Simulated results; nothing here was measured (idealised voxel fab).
Module name: voxel fin reveal (process module)
Cross-section cut spans 175 nm and uses square cells 5 nm in size.
Reading order for cross-sections: top band down to bottom band. Underlying form: a grid of square cells. Band size: one or more rows of cells.
For a band, the entry starts with two heights in nm, that of the top and then that of the bottom, and carries on with the band's materials in order from left to right, each alongside its width in nm; the word "all across" beside a single material means it fills the band edge to edge, and "blank" means empty space.
Convention: height 0 is the level below which the wafer, as received, is all one material. The lowest band does not terminate at the bottom but continues downward, represented as "top 0, no bottom".
Read "30 to 40" as a graded width: first number on top, second number at the bottom, same change between each pair of neighbouring rows.
When a step is marked "nothing altered", none of the cells in the cross-section changed during that step.
Voids not open to the top, 8 cells minimum: see "Entrapped voids". Written width x height at distance; distance is from the left edge; nm.
Heads up: the bit after the settings on a step's line is the simulator's remark on that step.
Regarding "overlay nm": on a step with a mask, it is the distance the mask lay to the right of its planned place; a negative value places it to the left.

# Planned process steps
1: RECEIVE, material Si
2: CONFORMAL_DEP, material SiN, thk nm 5
3: MASKED_ETCH, tone cover, mask id FINS, width nm 15, pitch nm 40, etch materials SiN, depth nm 5, overlay nm 0
4: MASKED_ETCH, tone cover, mask id FINS, width nm 15, pitch nm 40, etch materials Si, depth nm 30, overlay nm -15
5: FILL_DEP, material SiO2, thk nm 10
6: CMP, height nm 5
7: SELECTIVE_ETCH, etch materials SiO2, depth nm 25
8: STRIP, etch materials SiN
Among the wafers covered here, the point of difference is the overlay nm at step 4; their starting state is shared, and the plan presents the value of the first wafer.

# After step 1, as received: first of several wafers, cross-section
> top 0, no bottom  Si all across
> Entrapped voids: none

# Wafer rows, end of module: cells per material gained (+) or lost (-) since receipt; closed voids last
overlay nm -15, -102 Si, +34 SiO2, Entrapped voids: none
overlay nm -10, -120 Si, +40 SiO2, Entrapped voids: none
overlay nm -5, -138 Si, +46 SiO2, Entrapped voids: none
overlay nm 0, -156 Si, +52 SiO2, Entrapped voids: none
overlay nm 5, -138 Si, +46 SiO2, Entrapped voids: none
overlay nm 10, -120 Si, +40 SiO2, Entrapped voids: none
overlay nm 15, -102 Si, +34 SiO2, Entrapped voids: none
